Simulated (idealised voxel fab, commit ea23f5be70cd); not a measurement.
Process module, titled voxel plated lines
Cross-section cut: width 300 nm, square cells of 5 nm.
Cross-section = grid of square cells, listed top down in bands; band = one or more rows. First you get the band's top height and its bottom height, in nm, and then the materials it's made of, left to right, with each width in nm. If you see a single material with "throughout", that one covers the band edge to edge. "air" is empty space. Heights are reckoned from 0. Under this level, the received wafer is all of one material. The bottommost band is open-ended downward, for example "z 0 and below". You'd read "30 to 40" like this: the band's top row of cells is as wide as the first number, its bottom row is as wide as the second, and going down, every row changes width by the same amount as the row before did. What does "nothing got changed" mean for a step? It means no cell of the cross-section changed in that step. Completely enclosed voids: empty space of 8 cells or more with no open way to the top, each as width x height at its distance from the left edge, in nm. The remark found on a step's line after its settings is issued by the simulator itself and pertains to that step. You can add "overlay nm" to a step's line. For a step with a mask, it describes how far the mask lay to the right of its planned position, and a negative number describes a lay to the left.
Intended process steps
1,RECEIVE [material Si]
2,CONFORMAL_DEP [material Al2O3] [thk nm 10]
3,DIRECTIONAL_DEP [material TiN] [thk nm 5]
4,PATTERN [tone open] [mask id LINES] [material resist] [width nm 15] [pitch nm 45] [thk nm 35] [overlay nm 0]
5,EPI [material Ru] [thk nm 10]
6,EPI [material Ru] [thk nm 10]
7,EPI [material Ru] [thk nm 10]
8,STRIP [etch materials resist]
9,DIRECTIONAL_ETCH [etch materials TiN] [depth nm 5]
10,CONFORMAL_DEP [material SiN] [thk nm 5]
Account of the first of two wafers, which was processed as intended
Received-state cross-section, reflecting completion of step 1
- z 0 and below | Si throughout
- Completely enclosed voids: none
Wafer after step 2 (cross-section)
- z 10 to 0 | Al2O3 throughout
- Anything lower than 0 is untouched.
Wafer after step 3 (cross-section)
- z 15 to 10 | TiN throughout
- Anything lower than 10 is untouched.
Wafer after step 4 (cross-section)
- z 50 to 15 | resist 95 | air 15 | resist 30 | air 15 | resist 30 | air 15 | resist 100
- Anything lower than 15 is untouched.
Wafer after step 5 (cross-section)
- z 50 to 25 | resist 95 | air 15 | resist 30 | air 15 | resist 30 | air 15 | resist 100
- z 25 to 15 | resist 95 | Ru 15 | resist 30 | Ru 15 | resist 30 | Ru 15 | resist 100
- Anything lower than 15 is untouched.
Wafer after step 6 (cross-section)
- z 50 to 35 | resist 95 | air 15 | resist 30 | air 15 | resist 30 | air 15 | resist 100
- z 35 to 15 | resist 95 | Ru 15 | resist 30 | Ru 15 | resist 30 | Ru 15 | resist 100
- Anything lower than 15 is untouched.
Wafer after step 7 (cross-section)
- z 50 to 45 | resist 95 | air 15 | resist 30 | air 15 | resist 30 | air 15 | resist 100
- z 45 to 15 | resist 95 | Ru 15 | resist 30 | Ru 15 | resist 30 | Ru 15 | resist 100
- Anything lower than 15 is untouched.
Wafer after step 8 (cross-section)
- z 45 to 15 | air 95 | Ru 15 | air 30 | Ru 15 | air 30 | Ru 15 | air 100
- Anything lower than 15 is untouched.
Wafer after step 9 (cross-section)
- z 45 to 15 | air 95 | Ru 15 | air 30 | Ru 15 | air 30 | Ru 15 | air 100
- z 15 to 10 | air 95 | TiN 15 | air 30 | TiN 15 | air 30 | TiN 15 | air 100
- Anything lower than 10 is untouched.
Wafer after step 10 (cross-section)
- z 50 to 45 | air 90 | SiN 25 | air 20 | SiN 25 | air 20 | SiN 25 | air 95
- z 45 to 15 | air 90 | SiN 5 | Ru 15 | SiN 5 | air 20 | SiN 5 | Ru 15 | SiN 5 | air 20 | SiN 5 | Ru 15 | SiN 5 | air 95
- z 15 to 10 | SiN 95 | TiN 15 | SiN 30 | TiN 15 | SiN 30 | TiN 15 | SiN 100
- Anything lower than 10 is untouched.
The remaining wafer, second of the two, started like the first and was run to the same plan, except that one mistake was made along the way; the two coincide through step 9, inclusive
The second wafer cut through, at the time step 10 was supposed to be finished
- z 60 to 45 | air 80 | SiN 135 | air 85
- z 45 to 25 | air 80 | SiN 15 | Ru 15 | SiN 30 | Ru 15 | SiN 30 | Ru 15 | SiN 15 | air 85
- z 25 to 15 | SiN 95 | Ru 15 | SiN 30 | Ru 15 | SiN 30 | Ru 15 | SiN 100
- z 15 to 10 | SiN 95 | TiN 15 | SiN 30 | TiN 15 | SiN 30 | TiN 15 | SiN 100
- Anything lower than 10 is untouched.
Short version of what went wrong: planned and actual differ for step 10; actual: CONFORMAL_DEP [material SiN] [thk nm 15]
In the final state, the cell counts of the second wafer exceed or fall short of those of the first for the following materials: SiN: 204 more
